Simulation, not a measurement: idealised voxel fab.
process module | voxel self aligned vias
In the cross-section labelled cut, the width is 245 nm and each square cell is 5 nm.
A cross-section is written here as square cells arranged in a grid, and it is given in bands from the top down, each band taking up one or more rows of cells.
In this notation a band is specified by the heights of its top and bottom, in that order and in nm, after which its materials appear from left to right, each paired with its width in nm. The word "full width" attached to a single material means that material fills the band from edge to edge; the word "air" stands for empty space.
Heights are measured from 0, the level below which the as-received wafer is all one material; the lowest band has no bottom and continues downward, written as in "z 0 and below".
Graded width ("30 to 40"): value in top row of band = first number; value in bottom row = second number; row-to-row change constant.
The cross-section has no changed cell in any step marked "changes: none".
Closed empty spaces (no open way to the top) of 8 cells or more are what "Sealed-off cavities" lists, each as width x height at distance from the left edge, nm for all three.
If you see something after the settings on a step's line, that's the simulator's own remark about that step.
Each step line may optionally specify "overlay nm", which for a step with a mask gives the rightward distance between the mask's planned place and where it lay, a negative value indicating the leftward direction.

**Steps in the process plan**
1 RECEIVE (material Si)
2 CONFORMAL_DEP (material SiO2; thk nm 15)
3 CONFORMAL_DEP (material SiCN; thk nm 5)
4 DIRECTIONAL_DEP (material lowk; thk nm 25)
5 DIRECTIONAL_DEP (material aC; thk nm 15)
6 PATTERN (tone open; mask id LINES; material resist; width nm 20; pitch nm 70; thk nm 30; overlay nm 0)
7 DIRECTIONAL_ETCH (etch materials aC; depth nm 5)
8 STRIP (etch materials resist)
9 DIRECTIONAL_ETCH (etch materials lowk; depth nm 25)
10 STRIP (etch materials aC)
11 CONFORMAL_DEP (material TiN; thk nm 5)
12 FILL_DEP (material W; thk nm 10)
13 CMP (height nm 45)
14 SELECTIVE_ETCH (etch materials W Ru TiN; depth nm 10)
15 FILL_DEP (material SiN; thk nm 5)
16 CMP (height nm 45)
17 DIRECTIONAL_DEP (material lowk; thk nm 20)
18 DIRECTIONAL_DEP (material aC; thk nm 15)
19 PATTERN (tone open; mask id VIAS; material resist; width nm 40; pitch nm 70; thk nm 35; overlay nm 0)
20 DIRECTIONAL_ETCH (etch materials aC; depth nm 15)
21 STRIP (etch materials resist)
22 DIRECTIONAL_ETCH (etch materials lowk; depth nm 20)
23 DIRECTIONAL_ETCH (etch materials SiN; depth nm 10)
24 STRIP (etch materials aC)
25 CONFORMAL_DEP (material TiN; thk nm 5)
26 FILL_DEP (material Cu; thk nm 5)
27 CMP (height nm 65)
28 CONFORMAL_DEP (material SiCN; thk nm 5)
Don't read the plan's depth nm for step 7 as applying to every wafer: that's the first wafer's value, and the wafers differ in it, though they all start identical.

**Cross-section of the first of several wafers on receipt, reflecting completion of step 1**
  z 0 and below: Si full width
  Sealed-off cavities: none

**Wafer cross-section (first of several) - module end, post step 28 (last step)**
  z 70 to 65: SiCN full width
  z 65 to 50: 30 of lowk  5 of TiN  30 of Cu  5 of TiN  30 of lowk  5 of TiN  30 of Cu  5 of TiN  30 of lowk  5 of TiN  30 of Cu  5 of TiN  35 of lowk
  z 50 to 45: 30 of lowk  40 of TiN  30 of lowk  40 of TiN  30 of lowk  40 of TiN  35 of lowk
  z 45 to 20: lowk full width
  z 20 to 15: SiCN full width
  z 15 to 0: SiO2 full width
  z 0 and below: Si full width
  Sealed-off cavities: none

**Last wafer, end of module, cross-section**
  z 70 to 65: SiCN full width
  z 65 to 50: 30 of lowk  5 of TiN  30 of Cu  5 of TiN  30 of lowk  5 of TiN  30 of Cu  5 of TiN  30 of lowk  5 of TiN  30 of Cu  5 of TiN  35 of lowk
  z 50 to 40: 30 to 40 of lowk  15 to 5 of TiN  10 of Cu  15 to 5 of TiN  30 to 50 of lowk  15 to 5 of TiN  10 of Cu  15 to 5 of TiN  30 to 50 of lowk  15 to 5 of TiN  10 of Cu  15 to 5 of TiN  35 to 45 of lowk
  z 40 to 35: 40 of lowk  20 of TiN  50 of lowk  20 of TiN  50 of lowk  20 of TiN  45 of lowk
  z 35 to 25: 40 of lowk  5 of TiN  10 of W  5 of TiN  50 of lowk  5 of TiN  10 of W  5 of TiN  50 of lowk  5 of TiN  10 of W  5 of TiN  45 of lowk
  z 25 to 20: 40 of lowk  20 of TiN  50 of lowk  20 of TiN  50 of lowk  20 of TiN  45 of lowk
  z 20 to 15: SiCN full width
  z 15 to 0: SiO2 full width
  z 0 and below: Si full width
  Sealed-off cavities: none

**Wafer rows, end of module: cells per material gained (+) or lost (-) since receipt; closed voids last**
depth nm 5, +54 Cu, +98 SiCN, +147 SiO2, +42 TiN, +345 lowk, Sealed-off cavities: none
depth nm 10, +54 Cu, +98 SiCN, +147 SiO2, +42 TiN, +345 lowk, Sealed-off cavities: none
depth nm 15, +66 Cu, +98 SiCN, +147 SiO2, +78 TiN, +12 W, +285 lowk, Sealed-off cavities: none
depth nm 20, +66 Cu, +98 SiCN, +147 SiO2, +78 TiN, +12 W, +285 lowk, Sealed-off cavities: none
depth nm 25, +66 Cu, +98 SiCN, +147 SiO2, +78 TiN, +12 W, +285 lowk, Sealed-off cavities: none
depth nm 30, +66 Cu, +98 SiCN, +147 SiO2, +78 TiN, +12 W, +285 lowk, Sealed-off cavities: none
